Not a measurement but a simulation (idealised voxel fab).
Process module heading - voxel ribs on slabs
We display cut, a cross-section 145 nm in width whose square cells are each 5 nm.
This document writes a cross-section as a grid whose cells are square, and gives it as bands, listed from the top down; one or more rows of cells form a band. Band: top and bottom heights (nm) first, top before bottom; then materials from left to right, widths in nm. "all across" marks a sole material filling the band edge to edge. "air" denotes empty space. Heads up on the height convention: 0 is the point under which the incoming wafer is all one material, and the lowest band has no bottom, it just keeps going down, like "0 -> down". The expression "30 to 40" gives the width at the extremes of the band, the first number at its top row of cells and the second at its bottom row, with the width changing by equal amounts from each row to the next in between. A step reported as "remains unaltered" is a step in which no cell of the cross-section changed. In "Fully enclosed voids" the enclosed voids are listed, meaning empty spaces of 8 cells or larger without any opening to the top. The form is width x height at distance, distance from the left edge, units nm. Where a step's line continues beyond its settings, the continuation is a remark by the simulator itself on that step. overlay nm: for a step with a mask, the amount by which the mask lay right of where it was planned; a negative amount means left of it.

**Here's what the planned process steps look like**
1) RECEIVE, material Si
2) DIRECTIONAL_DEP, material SiO2, thk nm 25
3) DIRECTIONAL_DEP, material polySi, thk nm 25
4) MASKED_ETCH, tone cover, mask id RIB, width nm 20, etch materials polySi, depth nm 10, overlay nm 0
5) MASKED_ETCH, tone cover, mask id SLAB, width nm 70, etch materials polySi, depth nm 15, overlay nm 0
6) FILL_DEP, material SiO2, thk nm 20
7) CMP, height nm 65
8) DIRECTIONAL_DEP, material W, thk nm 10
9) DIRECTIONAL_DEP, material aC, thk nm 15
10) PATTERN, tone cover, mask id HEATER, material resist, width nm 30, thk nm 30, overlay nm 0
11) DIRECTIONAL_ETCH, etch materials aC, depth nm 15
12) STRIP, etch materials resist
13) DIRECTIONAL_ETCH, etch materials W, depth nm 10
14) STRIP, etch materials aC
15) CONFORMAL_DEP, material SiN, thk nm 10

**Wafer as received: cross-section following step 1**
- 0 -> down = Si all across
- Fully enclosed voids: none

**End-of-module cross-section. Starting structure and process plan as above; one mistake made in running it**
- 75 -> 65 = air: 55 / W: 30 / air: 60
- 65 -> 50 = SiO2 all across
- 50 -> 40 = SiO2: 60 / polySi: 20 / SiO2: 65
- 40 -> 25 = SiO2: 35 / polySi: 70 / SiO2: 40
- 25 -> 0 = SiO2 all across
- 0 -> down = Si all across
- Fully enclosed voids: none
What went wrong in running the wafer? step 15 from the plan never happened, it was just skipped
